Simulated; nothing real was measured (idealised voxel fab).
The process module that follows is named voxel air gaps.
FYI the section here is cut, 255 nm wide, cells are 5 nm squares.
Notation: cross-section as square-cell grid; stated in bands, top first, going down; one or more cell rows per band. A band entry consists of two parts. The first gives the height of the band's top and the height of its bottom, in nm. The rest lists the band's materials from left to right, each with its width in nm. A single material labelled with the word "edge to edge" fills the band from edge to edge, and the word "empty" marks empty space. Note: height 0 marks the level under which the wafer is uniformly one material as received. Lowest band unbounded below, written "0 and below". Width "30..40": first value at the band's top row of cells, second value at its bottom row, equal change from row to row. "everything unchanged" (step): cross-section cells unchanged, all of them. Entry "Sealed voids" = empty spaces >= 8 cells with no open way to the top; each as width x height at distance, distance from left edge, all nm. Past the settings on a step's line: simulator remark, on that step. The "overlay nm" setting may appear on a step's line; for a step that uses a mask, it gives how far to the right of its planned position the mask lay, and a negative value indicates the left.

Planned process steps
1. RECEIVE,material Si
2. CONFORMAL_DEP,material SiO2,thk nm 15
3. CONFORMAL_DEP,material SiCN,thk nm 5
4. DIRECTIONAL_DEP,material lowk,thk nm 30
5. MASKED_ETCH,tone open,mask id LINES,width nm 20,pitch nm 45,etch materials lowk,depth nm 30,overlay nm 0
6. CONFORMAL_DEP,material TiN,thk nm 5
7. FILL_DEP,material W,thk nm 10
8. CMP,height nm 50
9. EPI,material Ru,thk nm 10
10. SELECTIVE_ETCH,etch materials lowk,depth nm 40
11. CONFORMAL_DEP,material SiCN,thk nm 5

So this is the incoming wafer in cross-section - it's already been through step 1
- 0 and below = Si edge to edge
- Sealed voids: none

Module complete - cross-section of the first of two wafers, run according to plan
- 65 down to 60 = empty=55, SiCN=140, empty=60
- 60 down to 50 = empty=55, SiCN=5, Ru=40, SiCN=5, Ru=40, SiCN=5, Ru=40, SiCN=5, empty=60
- 50 down to 45 = empty=55, SiCN=15, TiN=5, W=10, TiN=5, SiCN=25, TiN=5, W=10, TiN=5, SiCN=25, TiN=5, W=10, TiN=5, SiCN=15, empty=60
- 45 down to 25 = empty=65, SiCN=5, TiN=5, W=10, TiN=5, SiCN=5, empty=15, SiCN=5, TiN=5, W=10, TiN=5, SiCN=5, empty=15, SiCN=5, TiN=5, W=10, TiN=5, SiCN=5, empty=70
- 25 down to 20 = SiCN=70, TiN=20, SiCN=25, TiN=20, SiCN=25, TiN=20, SiCN=75
- 20 down to 15 = SiCN edge to edge
- 15 down to 0 = SiO2 edge to edge
- 0 and below = Si edge to edge
- Sealed voids: 15 x 20 at 95; 15 x 20 at 140

Second wafer cross-section at end of module - shared start and plan with the first, one mistake in the run
- 75 down to 70 = empty=45, SiCN=160, empty=50
- 70 down to 50 = empty=45, SiCN=5, Ru=150, SiCN=5, empty=50
- 50 down to 45 = empty=45, SiCN=25, TiN=5, W=10, TiN=5, lowk=25, TiN=5, W=10, TiN=5, lowk=25, TiN=5, W=10, TiN=5, SiCN=25, empty=50
- 45 down to 25 = empty=65, SiCN=5, TiN=5, W=10, TiN=5, lowk=25, TiN=5, W=10, TiN=5, lowk=25, TiN=5, W=10, TiN=5, SiCN=5, empty=70
- 25 down to 20 = SiCN=70, TiN=20, lowk=25, TiN=20, lowk=25, TiN=20, SiCN=75
- 20 down to 15 = SiCN edge to edge
- 15 down to 0 = SiO2 edge to edge
- 0 and below = Si edge to edge
- Sealed voids: none
Error vs. plan: step 9 of the plan saw execution twice
Final difference in cells, second wafer against first, listed per material as more or fewer: Ru: 72 more; SiCN: 28 fewer; lowk: 60 more
Final observation: first wafer, 2 closed voids; second wafer, 0 closed voids.
